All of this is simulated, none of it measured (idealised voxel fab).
Title: Process Module voxel self aligned contacts
cross-section cut | 160 nm wide | cells 5 nm
Format of a cross-section: grid, square cells. Given as bands. Order: top down. Band: one or more rows of cells. A band entry consists of two parts. The first gives the height of the band's top and the height of its bottom, in nm. The rest lists the band's materials from left to right, each with its width in nm. A single material labelled with the word "all across" fills the band from edge to edge, and the word "empty" marks empty space. Measure heights from 0. That's the level where, below it, the as-received wafer is all one material. The lowest band is bottomless and extends downward; write it as in "0 nm and below". The expression "30->40" gives the width at the extremes of the band, the first number at its top row of cells and the second at its bottom row, with the width changing by equal amounts from each row to the next in between. Step marked "no modification"? Then no cell in the cross-section changed in it. Entry "Non-vented voids" = empty spaces >= 8 cells with no open way to the top; each as width x height at distance, distance from left edge, all nm. It should be noted that, on the line of a given step, the content following the step's settings is a remark produced by the simulator itself with respect to that step. Regarding "overlay nm": on a step with a mask, it is the distance the mask lay to the right of its planned place; a negative value places it to the left.
## List of planned process steps
1 RECEIVE: material Si
2 OXIDIZE: depth nm 5
3 DIRECTIONAL_DEP: material polySi, thk nm 25
4 DIRECTIONAL_DEP: material SiN, thk nm 20
5 PATTERN: tone cover, mask id GATE, material resist, width nm 35, pitch nm 70, thk nm 15, overlay nm 0
6 DIRECTIONAL_ETCH: etch materials SiN, depth nm 20
7 DIRECTIONAL_ETCH: etch materials polySi, depth nm 25
8 STRIP: etch materials resist
9 CONFORMAL_DEP: material SiN, thk nm 5
10 DIRECTIONAL_ETCH: etch materials SiN, depth nm 5
11 FILL_DEP: material SiO2, thk nm 15
12 CMP: height nm 50
13 PATTERN: tone open, mask id CONTACT, material resist, width nm 45, thk nm 15, overlay nm 0
14 DIRECTIONAL_ETCH: etch materials SiO2, depth nm 55
15 STRIP: etch materials resist
16 CONFORMAL_DEP: material TiN, thk nm 5
17 FILL_DEP: material Ru, thk nm 10
18 CMP: height nm 50
19 CONFORMAL_DEP: material SiN, thk nm 5
## Cross-section of the incoming wafer, state after step 1
> 0 nm and below | Si all across
> Non-vented voids: none
## Cross-section, end of module. Start: as above. Plan: as above. Execution: one mistake
> 65 nm to 50 nm | SiN all across
> 50 nm to 45 nm | 55 nm SiO2, 15 nm TiN, 15 nm Ru, 15 nm TiN, 60 nm SiO2
> 45 nm to 25 nm | 20 nm SiO2, 45 nm SiN, 5 nm TiN, 15 nm Ru, 5 nm TiN, 45 nm SiN, 25 nm SiO2
> 25 nm to 0 nm | 20 nm SiO2, 5 nm SiN, 35 nm polySi, 5 nm SiN, 5 nm TiN, 15 nm Ru, 5 nm TiN, 5 nm SiN, 35 nm polySi, 5 nm SiN, 25 nm SiO2
> 0 nm to -5 nm | 65 nm SiO2, 25 nm TiN, 70 nm SiO2
> -5 nm and below | Si all across
> Non-vented voids: none
Here's what went sideways: not per plan at step 19, really ran CONFORMAL_DEP: material SiN, thk nm 15
